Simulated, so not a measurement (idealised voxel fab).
process module | voxel tone inversion
cross-section cut | 230 nm wide | cells 5 nm
A cross-section is a grid of square cells, given in bands from the top down. A band is one or more rows of cells.
Each band's line starts with the height of the band's top and of its bottom, in nm. Then come its materials from left to right, each with its width in nm. One material with "throughout" fills the band from edge to edge. "air" is empty space.
Height 0 is the level under which the wafer as received is all one material. The lowest band goes on downwards, as in "0 down".
A width such as "30 to 40" changes by the same amount from each row of cells to the next, from the band's top row to its bottom row.
"no change" after a step means that no cell of the cross-section changed.
closed voids: empty space of 8 cells or more with no open way to the top, each as width x height at its distance from the left edge, in nm
after a step's settings: what the simulator itself notes on the step
overlay nm, on a step with a mask: how far to the right of its planned place the mask lay; to the left if negative
Each pair below shows a cross-section before one step and the cross-section after it, down to the lowest band that changed. The line under each pair gives the step between them, with its settings. The pairs can come from different runs of this module on the same starting wafer, so a pair continues from the pair above only where its "before" says so.
before
  0 down: Si throughout
  closed voids: none
after
  5 to 0: SiCN throughout
  below 0: unchanged
  closed voids: none
the step between: op CONFORMAL_DEP | material SiCN | thk nm 5
before: the cross-section after the pair above
after
  30 to 5: polySi throughout
  below 5: unchanged
  closed voids: none
the step between: op DIRECTIONAL_DEP | material polySi | thk nm 25
before: the cross-section after the pair above
after
  65 to 30: air 50 | resist 25 | air 25 | resist 25 | air 25 | resist 25 | air 55
  below 30: unchanged
  closed voids: none
the step between: op PATTERN | tone cover | mask id POSTS | material resist | width nm 25 | pitch nm 50 | thk nm 35 | overlay nm 0
before: the cross-section after the pair above
after
  65 to 30: air 50 | resist 25 | air 25 | resist 25 | air 25 | resist 25 | air 55
  30 to 5: air 50 | polySi 25 | air 25 | polySi 25 | air 25 | polySi 25 | air 55
  below 5: unchanged
  closed voids: none
the step between: op DIRECTIONAL_ETCH | etch materials polySi | depth nm 25
before: the cross-section after the pair above
after
  30 to 5: air 50 | polySi 25 | air 25 | polySi 25 | air 25 | polySi 25 | air 55
  below 5: unchanged
  closed voids: none
the step between: op STRIP | etch materials resist
before: the cross-section after the pair above
after
  35 to 30: lowk throughout
  30 to 5: lowk 50 | polySi 25 | lowk 25 | polySi 25 | lowk 25 | polySi 25 | lowk 55
  below 5: unchanged
  closed voids: none
the step between: op FILL_DEP | material lowk | thk nm 5
before: the cross-section after the pair above
after
  30 to 5: lowk 50 | polySi 25 | lowk 25 | polySi 25 | lowk 25 | polySi 25 | lowk 55
  below 5: unchanged
  closed voids: none
the step between: op CMP | height nm 30
before: the cross-section after the pair above
after
  30 to 5: lowk 50 | air 25 | lowk 25 | air 25 | lowk 25 | air 25 | lowk 55
  below 5: unchanged
  closed voids: none
the step between: op STRIP | etch materials polySi
before
  0 down: Si throughout
  closed voids: none
after
  25 to 0: polySi throughout
  below 0: unchanged
  closed voids: none
the step between: op DIRECTIONAL_DEP | material polySi | thk nm 25
before: the cross-section after the pair above
after
  60 to 25: air 50 | resist 25 | air 25 | resist 25 | air 25 | resist 25 | air 55
  below 25: unchanged
  closed voids: none
the step between: op PATTERN | tone cover | mask id POSTS | material resist | width nm 25 | pitch nm 50 | thk nm 35 | overlay nm 0
before: the cross-section after the pair above
after
  60 to 25: air 50 | resist 25 | air 25 | resist 25 | air 25 | resist 25 | air 55
  25 to 0: air 50 | polySi 25 | air 25 | polySi 25 | air 25 | polySi 25 | air 55
  below 0: unchanged
  closed voids: none
the step between: op DIRECTIONAL_ETCH | etch materials polySi | depth nm 25
before: the cross-section after the pair above
after
  25 to 0: air 50 | polySi 25 | air 25 | polySi 25 | air 25 | polySi 25 | air 55
  below 0: unchanged
  closed voids: none
the step between: op STRIP | etch materials resist
before: the cross-section after the pair above
after
  30 to 25: lowk throughout
  25 to 0: lowk 50 | polySi 25 | lowk 25 | polySi 25 | lowk 25 | polySi 25 | lowk 55
  below 0: unchanged
  closed voids: none
the step between: op FILL_DEP | material lowk | thk nm 5
before
  25 to 0: polySi throughout
  0 down: Si throughout
  closed voids: none
after
  30 to 25: SiCN throughout
  below 25: unchanged
  closed voids: none
the step between: op CONFORMAL_DEP | material SiCN | thk nm 5
before: the cross-section after the pair above
after
  65 to 30: air 50 | resist 25 | air 25 | resist 25 | air 25 | resist 25 | air 55
  below 30: unchanged
  closed voids: none
the step between: op PATTERN | tone cover | mask id POSTS | material resist | width nm 25 | pitch nm 50 | thk nm 35 | overlay nm 0
before: the cross-section after the pair above
after
  30 to 25: SiCN throughout
  below 25: unchanged
  closed voids: none
the step between: op STRIP | etch materials resist
before: the cross-section after the pair above
after
  35 to 30: lowk throughout
  below 30: unchanged
  closed voids: none
the step between: op FILL_DEP | material lowk | thk nm 5
before: the cross-section after the pair above
after
  30 to 25: SiCN throughout
  below 25: unchanged
  closed voids: none
the step between: op CMP | height nm 30
before
  35 to 30: lowk throughout
  30 to 5: lowk 50 | polySi 25 | lowk 25 | polySi 25 | lowk 25 | polySi 25 | lowk 55
  5 to 0: SiCN throughout
  0 down: Si throughout
  closed voids: none
after
  20 to 5: lowk 50 | polySi 25 | lowk 25 | polySi 25 | lowk 25 | polySi 25 | lowk 55
  below 5: unchanged
  closed voids: none
the step between: op CMP | height nm 20
before: the cross-section after the pair above
after
  20 to 5: lowk 50 | air 25 | lowk 25 | air 25 | lowk 25 | air 25 | lowk 55
  below 5: unchanged
  closed voids: none
the step between: op STRIP | etch materials polySi
before
  30 to 5: polySi throughout
  5 to 0: SiCN throughout
  0 down: Si throughout
  closed voids: none
after
  65 to 30: air 55 | resist 20 | air 30 | resist 20 | air 30 | resist 20 | air 55
  below 30: unchanged
  closed voids: none
the step between: op PATTERN | tone cover | mask id POSTS | material resist | width nm 20 | pitch nm 50 | thk nm 35 | overlay nm 0
before: the cross-section after the pair above
after
  65 to 30: air 55 | resist 20 | air 30 | resist 20 | air 30 | resist 20 | air 55
  30 to 5: air 55 | polySi 20 | air 30 | polySi 20 | air 30 | polySi 20 | air 55
  below 5: unchanged
  closed voids: none
the step between: op DIRECTIONAL_ETCH | etch materials polySi | depth nm 25
before: the cross-section after the pair above
after
  30 to 5: air 55 | polySi 20 | air 30 | polySi 20 | air 30 | polySi 20 | air 55
  below 5: unchanged
  closed voids: none
the step between: op STRIP | etch materials resist
before: the cross-section after the pair above
after
  35 to 30: lowk throughout
  30 to 5: lowk 55 | polySi 20 | lowk 30 | polySi 20 | lowk 30 | polySi 20 | lowk 55
  below 5: unchanged
  closed voids: none
the step between: op FILL_DEP | material lowk | thk nm 5
before: the cross-section after the pair above
after
  30 to 5: lowk 55 | polySi 20 | lowk 30 | polySi 20 | lowk 30 | polySi 20 | lowk 55
  below 5: unchanged
  closed voids: none
the step between: op CMP | height nm 30
before: the cross-section after the pair above
after
  30 to 5: lowk 55 | air 20 | lowk 30 | air 20 | lowk 30 | air 20 | lowk 55
  below 5: unchanged
  closed voids: none
the step between: op STRIP | etch materials polySi
before
  30 to 5: polySi throughout
  5 to 0: SiCN throughout
  0 down: Si throughout
  closed voids: none
after
  65 to 30: air 60 | resist 25 | air 25 | resist 25 | air 25 | resist 25 | air 45
  below 30: unchanged
  closed voids: none
the step between: op PATTERN | tone cover | mask id POSTS | material resist | width nm 25 | pitch nm 50 | thk nm 35 | overlay nm 10
before: the cross-section after the pair above
after
  65 to 30: air 60 | resist 25 | air 25 | resist 25 | air 25 | resist 25 | air 45
  30 to 5: air 60 | polySi 25 | air 25 | polySi 25 | air 25 | polySi 25 | air 45
  below 5: unchanged
  closed voids: none
the step between: op DIRECTIONAL_ETCH | etch materials polySi | depth nm 25
before: the cross-section after the pair above
after
  30 to 5: air 60 | polySi 25 | air 25 | polySi 25 | air 25 | polySi 25 | air 45
  below 5: unchanged
  closed voids: none
the step between: op STRIP | etch materials resist
before: the cross-section after the pair above
after
  35 to 30: lowk throughout
  30 to 5: lowk 60 | polySi 25 | lowk 25 | polySi 25 | lowk 25 | polySi 25 | lowk 45
  below 5: unchanged
  closed voids: none
the step between: op FILL_DEP | material lowk | thk nm 5
before: the cross-section after the pair above
after
  30 to 5: lowk 60 | polySi 25 | lowk 25 | polySi 25 | lowk 25 | polySi 25 | lowk 45
  below 5: unchanged
  closed voids: none
the step between: op CMP | height nm 30
before: the cross-section after the pair above
after
  30 to 5: lowk 60 | air 25 | lowk 25 | air 25 | lowk 25 | air 25 | lowk 45
  below 5: unchanged
  closed voids: none
the step between: op STRIP | etch materials polySi
before
  0 down: Si throughout
  closed voids: none
after
  5 to 0: lowk throughout
  below 0: unchanged
  closed voids: none
the step between: op CONFORMAL_DEP | material lowk | thk nm 5
before: the cross-section after the pair above
after
  30 to 5: polySi throughout
  below 5: unchanged
  closed voids: none
the step between: op DIRECTIONAL_DEP | material polySi | thk nm 25
before: the cross-section after the pair above
after
  65 to 30: air 50 | resist 25 | air 25 | resist 25 | air 25 | resist 25 | air 55
  below 30: unchanged
  closed voids: none
the step between: op PATTERN | tone cover | mask id POSTS | material resist | width nm 25 | pitch nm 50 | thk nm 35 | overlay nm 0
before: the cross-section after the pair above
after
  65 to 30: air 50 | resist 25 | air 25 | resist 25 | air 25 | resist 25 | air 55
  30 to 5: air 50 | polySi 25 | air 25 | polySi 25 | air 25 | polySi 25 | air 55
  below 5: unchanged
  closed voids: none
the step between: op DIRECTIONAL_ETCH | etch materials polySi | depth nm 25
before: the cross-section after the pair above
after
  30 to 5: air 50 | polySi 25 | air 25 | polySi 25 | air 25 | polySi 25 | air 55
  below 5: unchanged
  closed voids: none
the step between: op STRIP | etch materials resist
before: the cross-section after the pair above
after
  35 to 30: lowk throughout
  30 to 5: lowk 50 | polySi 25 | lowk 25 | polySi 25 | lowk 25 | polySi 25 | lowk 55
  below 5: unchanged
  closed voids: none
the step between: op FILL_DEP | material lowk | thk nm 5
before: the cross-section after the pair above
after
  30 to 5: lowk 50 | polySi 25 | lowk 25 | polySi 25 | lowk 25 | polySi 25 | lowk 55
  below 5: unchanged
  closed voids: none
the step between: op CMP | height nm 30
before: the cross-section after the pair above
after
  30 to 5: lowk 50 | air 25 | lowk 25 | air 25 | lowk 25 | air 25 | lowk 55
  below 5: unchanged
  closed voids: none
the step between: op STRIP | etch materials polySi
before
  30 to 5: polySi throughout
  5 to 0: SiCN throughout
  0 down: Si throughout
  closed voids: none
after
  65 to 30: resist 50 | air 25 | resist 25 | air 25 | resist 25 | air 25 | resist 55
  below 30: unchanged
  closed voids: none
the step between: op PATTERN | tone open | mask id POSTS | material resist | width nm 25 | pitch nm 50 | thk nm 35 | overlay nm 0
before: the cross-section after the pair above
after
  65 to 30: resist 50 | air 25 | resist 25 | air 25 | resist 25 | air 25 | resist 55
  30 to 5: polySi 50 | air 25 | polySi 25 | air 25 | polySi 25 | air 25 | polySi 55
  below 5: unchanged
  closed voids: none
the step between: op DIRECTIONAL_ETCH | etch materials polySi | depth nm 25
before: the cross-section after the pair above
after
  30 to 5: polySi 50 | air 25 | polySi 25 | air 25 | polySi 25 | air 25 | polySi 55
  below 5: unchanged
  closed voids: none
the step between: op STRIP | etch materials resist
before: the cross-section after the pair above
after
  35 to 30: lowk throughout
  30 to 5: polySi 50 | lowk 25 | polySi 25 | lowk 25 | polySi 25 | lowk 25 | polySi 55
  below 5: unchanged
  closed voids: none
the step between: op FILL_DEP | material lowk | thk nm 5
before: the cross-section after the pair above
after
  30 to 5: polySi 50 | lowk 25 | polySi 25 | lowk 25 | polySi 25 | lowk 25 | polySi 55
  below 5: unchanged
  closed voids: none
the step between: op CMP | height nm 30
before: the cross-section after the pair above
after
  30 to 5: air 50 | lowk 25 | air 25 | lowk 25 | air 25 | lowk 25 | air 55
  below 5: unchanged
  closed voids: none
the step between: op STRIP | etch materials polySi
